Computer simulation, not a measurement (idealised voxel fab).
The process module presented herein is designated voxel quadruple lines.
Cross-section cut: width 275 nm, square cells of 5 nm.
Just so we're on the same page, the cross-sections are grids of square cells, and they're listed out in bands top to bottom, each band one or more rows deep. Each band's line starts with the height of the band's top and of its bottom, in nm. Then come its materials from left to right, each with its width in nm. One material with "throughout" fills the band from edge to edge. "air" is empty space. Height is counted from the level 0, under which the received wafer is composed throughout of one material. The lowest of the bands is not closed at the bottom but continues downward, in the notation "z 0 and below". Width: "30->40" (first number = top row, second number = bottom row, same change from row to row of cells). When a step is marked "all unchanged", none of the cells in the cross-section changed during that step. "Sealed internal cavities" means: voids of 8 cells or more that are shut off from the top with no open way through. Written width x height at distance, distance from the left edge, in nm. Text after the settings on a step's line: the simulator's own remark on that step. The optional step-line setting "overlay nm" applies to steps with a mask and quantifies how far to the right of its planned location the mask lay, a negative value indicating leftward placement.

[Process steps foreseen in the plan]
1 RECEIVE: material Si
2 CONFORMAL_DEP: material SiO2, thk nm 10
3 DIRECTIONAL_DEP: material Ru, thk nm 10
4 DIRECTIONAL_DEP: material polySi, thk nm 15
5 DIRECTIONAL_DEP: material aC, thk nm 25
6 PATTERN: tone cover, mask id MANDREL, material resist, width nm 25, thk nm 35, overlay nm 0
7 DIRECTIONAL_ETCH: etch materials aC, depth nm 25
8 STRIP: etch materials resist
9 CONFORMAL_DEP: material SiO2, thk nm 15
10 DIRECTIONAL_ETCH: etch materials SiO2, depth nm 15
11 STRIP: etch materials aC
12 DIRECTIONAL_ETCH: etch materials polySi, depth nm 15
13 STRIP: etch materials SiO2
14 CONFORMAL_DEP: material SiCN, thk nm 5
15 DIRECTIONAL_ETCH: etch materials SiCN, depth nm 5
16 STRIP: etch materials polySi
17 DIRECTIONAL_ETCH: etch materials Ru, depth nm 10
18 STRIP: etch materials SiCN

[The first of the two wafers, which ran as planned]

[The cross-section here shows the wafer as received, i.e. in its state after step 1]
> z 0 and below = Si throughout
> Sealed internal cavities: none

[Cross-section of the wafer after step 2]
> z 10 to 0 = SiO2 throughout
> At heights below 0, the structure remains unaltered.

[Cross-section of the wafer after step 3]
> z 20 to 10 = Ru throughout
> At heights below 10, the structure remains unaltered.

[Cross-section of the wafer after step 4]
> z 35 to 20 = polySi throughout
> At heights below 20, the structure remains unaltered.

[Cross-section of the wafer after step 5]
> z 60 to 35 = aC throughout
> At heights below 35, the structure remains unaltered.

[Cross-section of the wafer after step 6]
> z 95 to 60 = air 125, resist 25, air 125
> At heights below 60, the structure remains unaltered.

[Cross-section of the wafer after step 7]
> z 70 to 60 = air 125, resist 25, air 125
> z 60 to 35 = air 125, aC 25, air 125
> At heights below 35, the structure remains unaltered.

[Cross-section of the wafer after step 8]
> z 60 to 35 = air 125, aC 25, air 125
> At heights below 35, the structure remains unaltered.

[Cross-section of the wafer after step 9]
> z 75 to 60 = air 110, SiO2 55, air 110
> z 60 to 50 = air 110, SiO2 15, aC 25, SiO2 15, air 110
> z 50 to 35 = SiO2 125, aC 25, SiO2 125
> At heights below 35, the structure remains unaltered.

[Cross-section of the wafer after step 10]
> z 60 to 35 = air 110, SiO2 15, aC 25, SiO2 15, air 110
> At heights below 35, the structure remains unaltered.

[Cross-section of the wafer after step 11]
> z 60 to 35 = air 110, SiO2 15, air 25, SiO2 15, air 110
> At heights below 35, the structure remains unaltered.

[Cross-section of the wafer after step 12]
> z 60 to 35 = air 110, SiO2 15, air 25, SiO2 15, air 110
> z 35 to 20 = air 110, polySi 15, air 25, polySi 15, air 110
> At heights below 20, the structure remains unaltered.

[Cross-section of the wafer after step 13]
> z 35 to 20 = air 110, polySi 15, air 25, polySi 15, air 110
> At heights below 20, the structure remains unaltered.

[Cross-section of the wafer after step 14]
> z 40 to 35 = air 105, SiCN 25, air 15, SiCN 25, air 105
> z 35 to 25 = air 105, SiCN 5, polySi 15, SiCN 5, air 15, SiCN 5, polySi 15, SiCN 5, air 105
> z 25 to 20 = SiCN 110, polySi 15, SiCN 25, polySi 15, SiCN 110
> At heights below 20, the structure remains unaltered.

[Cross-section of the wafer after step 15]
> z 35 to 20 = air 105, SiCN 5, polySi 15, SiCN 5, air 15, SiCN 5, polySi 15, SiCN 5, air 105
> At heights below 20, the structure remains unaltered.

[Cross-section of the wafer after step 16]
> z 35 to 20 = air 105, SiCN 5, air 15, SiCN 5, air 15, SiCN 5, air 15, SiCN 5, air 105
> At heights below 20, the structure remains unaltered.

[Cross-section of the wafer after step 17]
> z 35 to 20 = air 105, SiCN 5, air 15, SiCN 5, air 15, SiCN 5, air 15, SiCN 5, air 105
> z 20 to 10 = air 105, Ru 5, air 15, Ru 5, air 15, Ru 5, air 15, Ru 5, air 105
> At heights below 10, the structure remains unaltered.

[Cross-section of the wafer after step 18]
> z 20 to 10 = air 105, Ru 5, air 15, Ru 5, air 15, Ru 5, air 15, Ru 5, air 105
> At heights below 10, the structure remains unaltered.

[The second wafer was prepared from the same starting point and under the same plan as the first; its processing contained one mistake, and it remains indistinguishable from the first wafer up to and including step 6]

[Cross-section of the second wafer when, according to plan, step 7 should have finished]
> z 45 to 35 = air 125, aC 25, air 125
> At heights below 35, the structure remains unaltered.

Cross-section of the second wafer when, according to plan, step 8 should have finished: all unchanged

[Cross-section of the second wafer when, according to plan, step 9 should have finished]
> z 60 to 50 = air 110, SiO2 55, air 110
> z 50 to 45 = SiO2 throughout
> z 45 to 35 = SiO2 125, aC 25, SiO2 125
> At heights below 35, the structure remains unaltered.

[Cross-section of the second wafer when, according to plan, step 10 should have finished]
> z 45 to 35 = air 110, SiO2 15, aC 25, SiO2 15, air 110
> At heights below 35, the structure remains unaltered.

[Cross-section of the second wafer when, according to plan, step 11 should have finished]
> z 45 to 35 = air 110, SiO2 15, air 25, SiO2 15, air 110
> At heights below 35, the structure remains unaltered.

[Cross-section of the second wafer when, according to plan, step 12 should have finished]
> z 45 to 35 = air 110, SiO2 15, air 25, SiO2 15, air 110
> z 35 to 20 = air 110, polySi 15, air 25, polySi 15, air 110
> At heights below 20, the structure remains unaltered.

[Cross-section of the second wafer when, according to plan, step 13 should have finished]
> z 35 to 20 = air 110, polySi 15, air 25, polySi 15, air 110
> At heights below 20, the structure remains unaltered.

[Cross-section of the second wafer when, according to plan, step 14 should have finished]
> z 40 to 35 = air 105, SiCN 25, air 15, SiCN 25, air 105
> z 35 to 25 = air 105, SiCN 5, polySi 15, SiCN 5, air 15, SiCN 5, polySi 15, SiCN 5, air 105
> z 25 to 20 = SiCN 110, polySi 15, SiCN 25, polySi 15, SiCN 110
> At heights below 20, the structure remains unaltered.

[Cross-section of the second wafer when, according to plan, step 15 should have finished]
> z 35 to 20 = air 105, SiCN 5, polySi 15, SiCN 5, air 15, SiCN 5, polySi 15, SiCN 5, air 105
> At heights below 20, the structure remains unaltered.

[Cross-section of the second wafer when, according to plan, step 16 should have finished]
> z 35 to 20 = air 105, SiCN 5, air 15, SiCN 5, air 15, SiCN 5, air 15, SiCN 5, air 105
> At heights below 20, the structure remains unaltered.

[Cross-section of the second wafer when, according to plan, step 17 should have finished]
> z 35 to 20 = air 105, SiCN 5, air 15, SiCN 5, air 15, SiCN 5, air 15, SiCN 5, air 105
> z 20 to 10 = air 105, Ru 5, air 15, Ru 5, air 15, Ru 5, air 15, Ru 5, air 105
> At heights below 10, the structure remains unaltered.

[Cross-section of the second wafer when, according to plan, step 18 should have finished]
> z 20 to 10 = air 105, Ru 5, air 15, Ru 5, air 15, Ru 5, air 15, Ru 5, air 105
> At heights below 10, the structure remains unaltered.
Heads up, the wafer didn't run the way we planned it: twice, step 7 of the plan was run
At process end the two wafers are indistinguishable in cross-section, so the error does not change what this model computes.
